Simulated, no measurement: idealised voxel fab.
Process module name: voxel gate over fins
Each square cell in cross-section cut measures 5 nm, and the section as a whole is 270 nm wide.
Bands, listed from the top down, are how a cross-section gets written in this document; the cross-section itself is a grid of square cells, and a band is one or more rows of them.
Top height, bottom height, nm. Materials left to right, width each, nm. Single material + "edge to edge" = fills band edge to edge. "air" = empty.
Basically, 0 is our baseline, since under it the wafer straight out of the box is all one material. The bottom band has no lower end and keeps on going down, so it looks like "0 and below".
The width entry "30->40" should be interpreted row by row: the top row of cells in the band takes the first number, the bottom row takes the second number, and the change between adjacent rows is uniform throughout.
Where a step carries "remained unchanged", the cross-section came out of it unchanged, cell for cell.
"Unvented cavities" specifies each empty space that is not open to the top and that occupies no fewer than 8 cells, using the form width x height at distance, the distance measured from the left edge and all three quantities in nm.
Where a step's line continues beyond its settings, the continuation is a remark by the simulator itself on that step.
overlay nm: where the mask lay relative to plan, measured to the right, on steps with a mask; negatives go left.
The planned process steps are enumerated hereunder
1 RECEIVE [material Si]
2 CONFORMAL_DEP [material SiN] [thk nm 5]
3 MASKED_ETCH [tone cover] [mask id FINS] [width nm 15] [pitch nm 55] [etch materials SiN] [depth nm 5] [overlay nm 0]
4 MASKED_ETCH [tone cover] [mask id FINS] [width nm 15] [pitch nm 55] [etch materials Si] [depth nm 35] [overlay nm 0]
5 OXIDIZE [depth nm 5]
6 FILL_DEP [material SiO2] [thk nm 15]
7 CMP [height nm 5]
8 PATTERN [tone open] [mask id RAIL] [material resist] [width nm 15] [thk nm 20] [overlay nm 0]
9 DIRECTIONAL_ETCH [etch materials SiO2] [depth nm 35]
10 STRIP [etch materials resist]
11 CONFORMAL_DEP [material TiN] [thk nm 5]
12 FILL_DEP [material Ru] [thk nm 5]
13 CMP [height nm 5]
14 SELECTIVE_ETCH [etch materials W Ru TiN] [depth nm 20]
15 FILL_DEP [material SiO2] [thk nm 5]
16 CMP [height nm 5]
17 SELECTIVE_ETCH [etch materials SiO2] [depth nm 15]
18 STRIP [etch materials SiN]
19 CONFORMAL_DEP [material HfO2] [thk nm 5]
20 CONFORMAL_DEP [material TiN] [thk nm 5]
21 FILL_DEP [material W] [thk nm 15]
22 CMP [height nm 20]
23 CONFORMAL_DEP [material SiCN] [thk nm 5]
The first of a set of two wafers, run to plan
As received (post step 1): cross-section
  0 and below  Si edge to edge
  Unvented cavities: none
Upon completion of step 2, the wafer appears in cross-section as shown
  5 down to 0  SiN edge to edge
  Lower than 0, everything is as it was.
Upon completion of step 3, the wafer appears in cross-section as shown
  5 down to 0  45 of air, 15 of SiN, 40 of air, 15 of SiN, 40 of air, 15 of SiN, 40 of air, 15 of SiN, 45 of air
  Lower than 0, everything is as it was.
Upon completion of step 4, the wafer appears in cross-section as shown
  5 down to 0  45 of air, 15 of SiN, 40 of air, 15 of SiN, 40 of air, 15 of SiN, 40 of air, 15 of SiN, 45 of air
  0 down to -35  45 of air, 15 of Si, 40 of air, 15 of Si, 40 of air, 15 of Si, 40 of air, 15 of Si, 45 of air
  Lower than -35, everything is as it was.
Upon completion of step 5, the wafer appears in cross-section as shown
  5 down to 0  45 of air, 15 of SiN, 40 of air, 15 of SiN, 40 of air, 15 of SiN, 40 of air, 15 of SiN, 45 of air
  0 down to -35  45 of air, 5 of SiO2, 5 of Si, 5 of SiO2, 40 of air, 5 of SiO2, 5 of Si, 5 of SiO2, 40 of air, 5 of SiO2, 5 of Si, 5 of SiO2, 40 of air, 5 of SiO2, 5 of Si, 5 of SiO2, 45 of air
  -35 down to -40  50 of SiO2, 5 of Si, 50 of SiO2, 5 of Si, 50 of SiO2, 5 of Si, 50 of SiO2, 5 of Si, 50 of SiO2
  Lower than -40, everything is as it was.
Upon completion of step 6, the wafer appears in cross-section as shown
  20 down to 5  SiO2 edge to edge
  5 down to 0  45 of SiO2, 15 of SiN, 40 of SiO2, 15 of SiN, 40 of SiO2, 15 of SiN, 40 of SiO2, 15 of SiN, 45 of SiO2
  0 down to -40  50 of SiO2, 5 of Si, 50 of SiO2, 5 of Si, 50 of SiO2, 5 of Si, 50 of SiO2, 5 of Si, 50 of SiO2
  Lower than -40, everything is as it was.
Upon completion of step 7, the wafer appears in cross-section as shown
  5 down to 0  45 of SiO2, 15 of SiN, 40 of SiO2, 15 of SiN, 40 of SiO2, 15 of SiN, 40 of SiO2, 15 of SiN, 45 of SiO2
  Lower than 0, everything is as it was.
Upon completion of step 8, the wafer appears in cross-section as shown
  25 down to 5  70 of resist, 15 of air, 185 of resist
  Lower than 5, everything is as it was.
Upon completion of step 9, the wafer appears in cross-section as shown
  25 down to 5  70 of resist, 15 of air, 185 of resist
  5 down to 0  45 of SiO2, 15 of SiN, 10 of SiO2, 15 of air, 15 of SiO2, 15 of SiN, 40 of SiO2, 15 of SiN, 40 of SiO2, 15 of SiN, 45 of SiO2
  0 down to -30  50 of SiO2, 5 of Si, 15 of SiO2, 15 of air, 20 of SiO2, 5 of Si, 50 of SiO2, 5 of Si, 50 of SiO2, 5 of Si, 50 of SiO2
  Lower than -30, everything is as it was.
Upon completion of step 10, the wafer appears in cross-section as shown
  5 down to 0  45 of SiO2, 15 of SiN, 10 of SiO2, 15 of air, 15 of SiO2, 15 of SiN, 40 of SiO2, 15 of SiN, 40 of SiO2, 15 of SiN, 45 of SiO2
  Lower than 0, everything is as it was.
Upon completion of step 11, the wafer appears in cross-section as shown
  10 down to 5  75 of TiN, 5 of air, 190 of TiN
  5 down to 0  45 of SiO2, 15 of SiN, 10 of SiO2, 5 of TiN, 5 of air, 5 of TiN, 15 of SiO2, 15 of SiN, 40 of SiO2, 15 of SiN, 40 of SiO2, 15 of SiN, 45 of SiO2
  0 down to -25  50 of SiO2, 5 of Si, 15 of SiO2, 5 of TiN, 5 of air, 5 of TiN, 20 of SiO2, 5 of Si, 50 of SiO2, 5 of Si, 50 of SiO2, 5 of Si, 50 of SiO2
  -25 down to -30  50 of SiO2, 5 of Si, 15 of SiO2, 15 of TiN, 20 of SiO2, 5 of Si, 50 of SiO2, 5 of Si, 50 of SiO2, 5 of Si, 50 of SiO2
  Lower than -30, everything is as it was.
Upon completion of step 12, the wafer appears in cross-section as shown
  15 down to 10  Ru edge to edge
  10 down to 5  75 of TiN, 5 of Ru, 190 of TiN
  5 down to 0  45 of SiO2, 15 of SiN, 10 of SiO2, 5 of TiN, 5 of Ru, 5 of TiN, 15 of SiO2, 15 of SiN, 40 of SiO2, 15 of SiN, 40 of SiO2, 15 of SiN, 45 of SiO2
  0 down to -25  50 of SiO2, 5 of Si, 15 of SiO2, 5 of TiN, 5 of Ru, 5 of TiN, 20 of SiO2, 5 of Si, 50 of SiO2, 5 of Si, 50 of SiO2, 5 of Si, 50 of SiO2
  Lower than -25, everything is as it was.
Upon completion of step 13, the wafer appears in cross-section as shown
  5 down to 0  45 of SiO2, 15 of SiN, 10 of SiO2, 5 of TiN, 5 of Ru, 5 of TiN, 15 of SiO2, 15 of SiN, 40 of SiO2, 15 of SiN, 40 of SiO2, 15 of SiN, 45 of SiO2
  Lower than 0, everything is as it was.
Upon completion of step 14, the wafer appears in cross-section as shown
  5 down to 0  45 of SiO2, 15 of SiN, 10 of SiO2, 15 of air, 15 of SiO2, 15 of SiN, 40 of SiO2, 15 of SiN, 40 of SiO2, 15 of SiN, 45 of SiO2
  0 down to -15  50 of SiO2, 5 of Si, 15 of SiO2, 15 of air, 20 of SiO2, 5 of Si, 50 of SiO2, 5 of Si, 50 of SiO2, 5 of Si, 50 of SiO2
  Lower than -15, everything is as it was.
Upon completion of step 15, the wafer appears in cross-section as shown
  10 down to 5  SiO2 edge to edge
  5 down to 0  45 of SiO2, 15 of SiN, 40 of SiO2, 15 of SiN, 40 of SiO2, 15 of SiN, 40 of SiO2, 15 of SiN, 45 of SiO2
  0 down to -15  50 of SiO2, 5 of Si, 50 of SiO2, 5 of Si, 50 of SiO2, 5 of Si, 50 of SiO2, 5 of Si, 50 of SiO2
  Lower than -15, everything is as it was.
Upon completion of step 16, the wafer appears in cross-section as shown
  5 down to 0  45 of SiO2, 15 of SiN, 40 of SiO2, 15 of SiN, 40 of SiO2, 15 of SiN, 40 of SiO2, 15 of SiN, 45 of SiO2
  Lower than 0, everything is as it was.
Upon completion of step 17, the wafer appears in cross-section as shown
  5 down to 0  45 of air, 15 of SiN, 40 of air, 15 of SiN, 40 of air, 15 of SiN, 40 of air, 15 of SiN, 45 of air
  0 down to -10  50 of air, 5 of Si, 50 of air, 5 of Si, 50 of air, 5 of Si, 50 of air, 5 of Si, 50 of air
  Lower than -10, everything is as it was.
Upon completion of step 18, the wafer appears in cross-section as shown
  0 down to -10  50 of air, 5 of Si, 50 of air, 5 of Si, 50 of air, 5 of Si, 50 of air, 5 of Si, 50 of air
  Lower than -10, everything is as it was.
Upon completion of step 19, the wafer appears in cross-section as shown
  5 down to 0  45 of air, 15 of HfO2, 40 of air, 15 of HfO2, 40 of air, 15 of HfO2, 40 of air, 15 of HfO2, 45 of air
  0 down to -5  45 of air, 5 of HfO2, 5 of Si, 5 of HfO2, 40 of air, 5 of HfO2, 5 of Si, 5 of HfO2, 40 of air, 5 of HfO2, 5 of Si, 5 of HfO2, 40 of air, 5 of HfO2, 5 of Si, 5 of HfO2, 45 of air
  -5 down to -10  50 of HfO2, 5 of Si, 50 of HfO2, 5 of Si, 50 of HfO2, 5 of Si, 50 of HfO2, 5 of Si, 50 of HfO2
  Lower than -10, everything is as it was.
Upon completion of step 20, the wafer appears in cross-section as shown
  10 down to 5  40 of air, 25 of TiN, 30 of air, 25 of TiN, 30 of air, 25 of TiN, 30 of air, 25 of TiN, 40 of air
  5 down to 0  40 of air, 5 of TiN, 15 of HfO2, 5 of TiN, 30 of air, 5 of TiN, 15 of HfO2, 5 of TiN, 30 of air, 5 of TiN, 15 of HfO2, 5 of TiN, 30 of air, 5 of TiN, 15 of HfO2, 5 of TiN, 40 of air
  0 down to -5  45 of TiN, 5 of HfO2, 5 of Si, 5 of HfO2, 40 of TiN, 5 of HfO2, 5 of Si, 5 of HfO2, 40 of TiN, 5 of HfO2, 5 of Si, 5 of HfO2, 40 of TiN, 5 of HfO2, 5 of Si, 5 of HfO2, 45 of TiN
  Lower than -5, everything is as it was.
Upon completion of step 21, the wafer appears in cross-section as shown
  25 down to 10  W edge to edge
  10 down to 5  40 of W, 25 of TiN, 30 of W, 25 of TiN, 30 of W, 25 of TiN, 30 of W, 25 of TiN, 40 of W
  5 down to 0  40 of W, 5 of TiN, 15 of HfO2, 5 of TiN, 30 of W, 5 of TiN, 15 of HfO2, 5 of TiN, 30 of W, 5 of TiN, 15 of HfO2, 5 of TiN, 30 of W, 5 of TiN, 15 of HfO2, 5 of TiN, 40 of W
  Lower than 0, everything is as it was.
Upon completion of step 22, the wafer appears in cross-section as shown
  20 down to 10  W edge to edge
  Lower than 10, everything is as it was.
Upon completion of step 23, the wafer appears in cross-section as shown
  25 down to 20  SiCN edge to edge
  Lower than 20, everything is as it was.
Second wafer: same start and same plan as the first, one execution error; identical to the first through step 7
X-section, second wafer, when step 8 was due to finish
  25 down to 5  70 of air, 15 of resist, 185 of air
  Lower than 5, everything is as it was.
X-section, second wafer, when step 9 was due to finish
  25 down to 5  70 of air, 15 of resist, 185 of air
  5 down to 0  45 of air, 15 of SiN, 10 of air, 15 of SiO2, 15 of air, 15 of SiN, 40 of air, 15 of SiN, 40 of air, 15 of SiN, 45 of air
  0 down to -30  45 of air, 5 of SiO2, 5 of Si, 5 of SiO2, 10 of air, 15 of SiO2, 15 of air, 5 of SiO2, 5 of Si, 5 of SiO2, 40 of air, 5 of SiO2, 5 of Si, 5 of SiO2, 40 of air, 5 of SiO2, 5 of Si, 5 of SiO2, 45 of air
  Lower than -30, everything is as it was.
X-section, second wafer, when step 10 was due to finish
  5 down to 0  45 of air, 15 of SiN, 10 of air, 15 of SiO2, 15 of air, 15 of SiN, 40 of air, 15 of SiN, 40 of air, 15 of SiN, 45 of air
  Lower than 0, everything is as it was.
X-section, second wafer, when step 11 was due to finish
  10 down to 5  40 of air, 50 of TiN, 5 of air, 25 of TiN, 30 of air, 25 of TiN, 30 of air, 25 of TiN, 40 of air
  5 down to 0  40 of air, 5 of TiN, 15 of SiN, 10 of TiN, 15 of SiO2, 5 of TiN, 5 of air, 5 of TiN, 15 of SiN, 5 of TiN, 30 of air, 5 of TiN, 15 of SiN, 5 of TiN, 30 of air, 5 of TiN, 15 of SiN, 5 of TiN, 40 of air
  0 down to -25  40 of air, 5 of TiN, 5 of SiO2, 5 of Si, 5 of SiO2, 10 of TiN, 15 of SiO2, 5 of TiN, 5 of air, 5 of TiN, 5 of SiO2, 5 of Si, 5 of SiO2, 5 of TiN, 30 of air, 5 of TiN, 5 of SiO2, 5 of Si, 5 of SiO2, 5 of TiN, 30 of air, 5 of TiN, 5 of SiO2, 5 of Si, 5 of SiO2, 5 of TiN, 40 of air
  -25 down to -30  45 of TiN, 5 of SiO2, 5 of Si, 5 of SiO2, 10 of TiN, 15 of SiO2, 15 of TiN, 5 of SiO2, 5 of Si, 5 of SiO2, 40 of TiN, 5 of SiO2, 5 of Si, 5 of SiO2, 40 of TiN, 5 of SiO2, 5 of Si, 5 of SiO2, 45 of TiN
  Lower than -30, everything is as it was.
X-section, second wafer, when step 12 was due to finish
  15 down to 10  Ru edge to edge
  10 down to 5  40 of Ru, 50 of TiN, 5 of Ru, 25 of TiN, 30 of Ru, 25 of TiN, 30 of Ru, 25 of TiN, 40 of Ru
  5 down to 0  40 of Ru, 5 of TiN, 15 of SiN, 10 of TiN, 15 of SiO2, 5 of TiN, 5 of Ru, 5 of TiN, 15 of SiN, 5 of TiN, 30 of Ru, 5 of TiN, 15 of SiN, 5 of TiN, 30 of Ru, 5 of TiN, 15 of SiN, 5 of TiN, 40 of Ru
  0 down to -25  40 of Ru, 5 of TiN, 5 of SiO2, 5 of Si, 5 of SiO2, 10 of TiN, 15 of SiO2, 5 of TiN, 5 of Ru, 5 of TiN, 5 of SiO2, 5 of Si, 5 of SiO2, 5 of TiN, 30 of Ru, 5 of TiN, 5 of SiO2, 5 of Si, 5 of SiO2, 5 of TiN, 30 of Ru, 5 of TiN, 5 of SiO2, 5 of Si, 5 of SiO2, 5 of TiN, 40 of Ru
  Lower than -25, everything is as it was.
X-section, second wafer, when step 13 was due to finish
  5 down to 0  40 of Ru, 5 of TiN, 15 of SiN, 10 of TiN, 15 of SiO2, 5 of TiN, 5 of Ru, 5 of TiN, 15 of SiN, 5 of TiN, 30 of Ru, 5 of TiN, 15 of SiN, 5 of TiN, 30 of Ru, 5 of TiN, 15 of SiN, 5 of TiN, 40 of Ru
  Lower than 0, everything is as it was.
X-section, second wafer, when step 14 was due to finish
  5 down to 0  45 of air, 15 of SiN, 10 of air, 15 of SiO2, 15 of air, 15 of SiN, 40 of air, 15 of SiN, 40 of air, 15 of SiN, 45 of air
  0 down to -15  45 of air, 5 of SiO2, 5 of Si, 5 of SiO2, 10 of air, 15 of SiO2, 15 of air, 5 of SiO2, 5 of Si, 5 of SiO2, 40 of air, 5 of SiO2, 5 of Si, 5 of SiO2, 40 of air, 5 of SiO2, 5 of Si, 5 of SiO2, 45 of air
  Lower than -15, everything is as it was.
X-section, second wafer, when step 15 was due to finish
  10 down to 5  SiO2 edge to edge
  5 down to 0  45 of SiO2, 15 of SiN, 40 of SiO2, 15 of SiN, 40 of SiO2, 15 of SiN, 40 of SiO2, 15 of SiN, 45 of SiO2
  0 down to -15  50 of SiO2, 5 of Si, 50 of SiO2, 5 of Si, 50 of SiO2, 5 of Si, 50 of SiO2, 5 of Si, 50 of SiO2
  Lower than -15, everything is as it was.
X-section, second wafer, when step 16 was due to finish
  5 down to 0  45 of SiO2, 15 of SiN, 40 of SiO2, 15 of SiN, 40 of SiO2, 15 of SiN, 40 of SiO2, 15 of SiN, 45 of SiO2
  Lower than 0, everything is as it was.
X-section, second wafer, when step 17 was due to finish
  5 down to 0  45 of air, 15 of SiN, 40 of air, 15 of SiN, 40 of air, 15 of SiN, 40 of air, 15 of SiN, 45 of air
  0 down to -10  50 of air, 5 of Si, 50 of air, 5 of Si, 50 of air, 5 of Si, 50 of air, 5 of Si, 50 of air
  Lower than -10, everything is as it was.
X-section, second wafer, when step 18 was due to finish
  0 down to -10  50 of air, 5 of Si, 50 of air, 5 of Si, 50 of air, 5 of Si, 50 of air, 5 of Si, 50 of air
  Lower than -10, everything is as it was.
X-section, second wafer, when step 19 was due to finish
  5 down to 0  45 of air, 15 of HfO2, 40 of air, 15 of HfO2, 40 of air, 15 of HfO2, 40 of air, 15 of HfO2, 45 of air
  0 down to -5  45 of air, 5 of HfO2, 5 of Si, 5 of HfO2, 40 of air, 5 of HfO2, 5 of Si, 5 of HfO2, 40 of air, 5 of HfO2, 5 of Si, 5 of HfO2, 40 of air, 5 of HfO2, 5 of Si, 5 of HfO2, 45 of air
  -5 down to -10  50 of HfO2, 5 of Si, 50 of HfO2, 5 of Si, 50 of HfO2, 5 of Si, 50 of HfO2, 5 of Si, 50 of HfO2
  Lower than -10, everything is as it was.
X-section, second wafer, when step 20 was due to finish
  10 down to 5  40 of air, 25 of TiN, 30 of air, 25 of TiN, 30 of air, 25 of TiN, 30 of air, 25 of TiN, 40 of air
  5 down to 0  40 of air, 5 of TiN, 15 of HfO2, 5 of TiN, 30 of air, 5 of TiN, 15 of HfO2, 5 of TiN, 30 of air, 5 of TiN, 15 of HfO2, 5 of TiN, 30 of air, 5 of TiN, 15 of HfO2, 5 of TiN, 40 of air
  0 down to -5  45 of TiN, 5 of HfO2, 5 of Si, 5 of HfO2, 40 of TiN, 5 of HfO2, 5 of Si, 5 of HfO2, 40 of TiN, 5 of HfO2, 5 of Si, 5 of HfO2, 40 of TiN, 5 of HfO2, 5 of Si, 5 of HfO2, 45 of TiN
  Lower than -5, everything is as it was.
X-section, second wafer, when step 21 was due to finish
  25 down to 10  W edge to edge
  10 down to 5  40 of W, 25 of TiN, 30 of W, 25 of TiN, 30 of W, 25 of TiN, 30 of W, 25 of TiN, 40 of W
  5 down to 0  40 of W, 5 of TiN, 15 of HfO2, 5 of TiN, 30 of W, 5 of TiN, 15 of HfO2, 5 of TiN, 30 of W, 5 of TiN, 15 of HfO2, 5 of TiN, 30 of W, 5 of TiN, 15 of HfO2, 5 of TiN, 40 of W
  Lower than 0, everything is as it was.
X-section, second wafer, when step 22 was due to finish
  20 down to 10  W edge to edge
  Lower than 10, everything is as it was.
X-section, second wafer, when step 23 was due to finish
  25 down to 20  SiCN edge to edge
  Lower than 20, everything is as it was.
The plan and the run diverged here: step 8 was processed under conditions differing from the plan, specifically as PATTERN [tone cover] [mask id RAIL] [material resist] [width nm 15] [thk nm 20] [overlay nm 0]
End check, counted in cells, second wafer has more or fewer of these materials than the first: 56 more of Ru | 108 fewer of SiO2 | 52 more of TiN
